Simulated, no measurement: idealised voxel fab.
Documented hereafter: the process module known as voxel tone inversion.
The figure presents cross-section cut, which has a width of 200 nm and is divided into square cells with an edge length of 5 nm.
A cross-section is written here as square cells arranged in a grid, and it is given in bands from the top down, each band taking up one or more rows of cells. Per band: top height and bottom height in nm, followed by the left-to-right materials and their widths in nm; "everywhere" marks a single material spanning edge to edge, "air" marks empty space. Heights from 0 (as-received wafer is one material below). Bottom band endless downward, as "0 down". So if you see something like "30 to 40" for the width, read it as the top row of the band sitting at the first number and the bottom row at the second, with every row in between moving by the same amount as the last. Key: "left unchanged" - step with no changed cell in the cross-section. Empty spaces counting at least 8 cells and having no open way to the top are listed in "Sealed void list". The notation width x height at distance is used for each, the distance being from the left edge and all three values in nm. On each step's line, the part that comes after the settings is the simulator's own comment on the step. On any step carrying a mask, the "overlay nm" setting, if present on the step's line, tells how far right of its planned place the mask lay; negative values point to the left.
PLANNED PROCESS STEPS
| 1 | op RECEIVE | material Si |
| 2 | op CONFORMAL_DEP | material SiCN | thk nm 5 |
| 3 | op DIRECTIONAL_DEP | material aC | thk nm 25 |
| 4 | op PATTERN | tone cover | mask id POSTS | material resist | width nm 20 | pitch nm 35 | thk nm 35 | overlay nm 0 |
| 5 | op DIRECTIONAL_ETCH | etch materials aC | depth nm 25 |
| 6 | op STRIP | etch materials resist |
| 7 | op FILL_DEP | material SiO2 | thk nm 10 |
| 8 | op CMP | height nm 30 |
| 9 | op STRIP | etch materials aC |
| 10 | op CONFORMAL_DEP | material TiN | thk nm 5 |
| 11 | op FILL_DEP | material Cu | thk nm 10 |
| 12 | op CMP | height nm 30 |
| 13 | op CONFORMAL_DEP | material SiCN | thk nm 5 |
THE FIRST OF THE TWO WAFERS, WHICH RAN AS PLANNED
AS RECEIVED (POST STEP 1): CROSS-SECTION
	0 down = Si everywhere
	Sealed void list: none
STATE OF THE WAFER AFTER STEP 2, SHOWN IN CROSS-SECTION
	5 to 0 = SiCN everywhere
	Everything under 0 stays put, no change at all.
STATE OF THE WAFER AFTER STEP 3, SHOWN IN CROSS-SECTION
	30 to 5 = aC everywhere
	Everything under 5 stays put, no change at all.
STATE OF THE WAFER AFTER STEP 4, SHOWN IN CROSS-SECTION
	65 to 30 = air 70 / resist 20 / air 15 / resist 20 / air 75
	Everything under 30 stays put, no change at all.
STATE OF THE WAFER AFTER STEP 5, SHOWN IN CROSS-SECTION
	40 to 30 = air 70 / resist 20 / air 15 / resist 20 / air 75
	30 to 5 = air 70 / aC 20 / air 15 / aC 20 / air 75
	Everything under 5 stays put, no change at all.
STATE OF THE WAFER AFTER STEP 6, SHOWN IN CROSS-SECTION
	30 to 5 = air 70 / aC 20 / air 15 / aC 20 / air 75
	Everything under 5 stays put, no change at all.
STATE OF THE WAFER AFTER STEP 7, SHOWN IN CROSS-SECTION
	40 to 30 = SiO2 everywhere
	30 to 5 = SiO2 70 / aC 20 / SiO2 15 / aC 20 / SiO2 75
	Everything under 5 stays put, no change at all.
STATE OF THE WAFER AFTER STEP 8, SHOWN IN CROSS-SECTION
	30 to 5 = SiO2 70 / aC 20 / SiO2 15 / aC 20 / SiO2 75
	Everything under 5 stays put, no change at all.
STATE OF THE WAFER AFTER STEP 9, SHOWN IN CROSS-SECTION
	30 to 5 = SiO2 70 / air 20 / SiO2 15 / air 20 / SiO2 75
	Everything under 5 stays put, no change at all.
STATE OF THE WAFER AFTER STEP 10, SHOWN IN CROSS-SECTION
	35 to 30 = TiN 75 / air 10 / TiN 25 / air 10 / TiN 80
	30 to 10 = SiO2 70 / TiN 5 / air 10 / TiN 5 / SiO2 15 / TiN 5 / air 10 / TiN 5 / SiO2 75
	10 to 5 = SiO2 70 / TiN 20 / SiO2 15 / TiN 20 / SiO2 75
	Everything under 5 stays put, no change at all.
STATE OF THE WAFER AFTER STEP 11, SHOWN IN CROSS-SECTION
	45 to 35 = Cu everywhere
	35 to 30 = TiN 75 / Cu 10 / TiN 25 / Cu 10 / TiN 80
	30 to 10 = SiO2 70 / TiN 5 / Cu 10 / TiN 5 / SiO2 15 / TiN 5 / Cu 10 / TiN 5 / SiO2 75
	Everything under 10 stays put, no change at all.
STATE OF THE WAFER AFTER STEP 12, SHOWN IN CROSS-SECTION
	30 to 10 = SiO2 70 / TiN 5 / Cu 10 / TiN 5 / SiO2 15 / TiN 5 / Cu 10 / TiN 5 / SiO2 75
	Everything under 10 stays put, no change at all.
STATE OF THE WAFER AFTER STEP 13, SHOWN IN CROSS-SECTION
	35 to 30 = SiCN everywhere
	Everything under 30 stays put, no change at all.
WAFER TWO. SAME START, SAME PLAN, ONE SLIP IN EXECUTION. SAME AS WAFER ONE THROUGH STEP 10, INCLUSIVE
SECOND WAFER, SECTION VIEW, TIME POINT: SCHEDULED END OF STEP 11
	45 to 35 = SiO2 everywhere
	35 to 30 = TiN 75 / SiO2 10 / TiN 25 / SiO2 10 / TiN 80
	30 to 10 = SiO2 70 / TiN 5 / SiO2 10 / TiN 5 / SiO2 15 / TiN 5 / SiO2 10 / TiN 5 / SiO2 75
	Everything under 10 stays put, no change at all.
SECOND WAFER, SECTION VIEW, TIME POINT: SCHEDULED END OF STEP 12
	30 to 10 = SiO2 70 / TiN 5 / SiO2 10 / TiN 5 / SiO2 15 / TiN 5 / SiO2 10 / TiN 5 / SiO2 75
	Everything under 10 stays put, no change at all.
SECOND WAFER, SECTION VIEW, TIME POINT: SCHEDULED END OF STEP 13
	35 to 30 = SiCN everywhere
	Everything under 30 stays put, no change at all.
Misprocessing identified: heads up, step 11 didn't go per plan, it actually ran as op FILL_DEP | material SiO2 | thk nm 10
At the finish, the second wafer shows more or fewer cells for some materials than the first does: 16 fewer of Cu, 16 more of SiO2
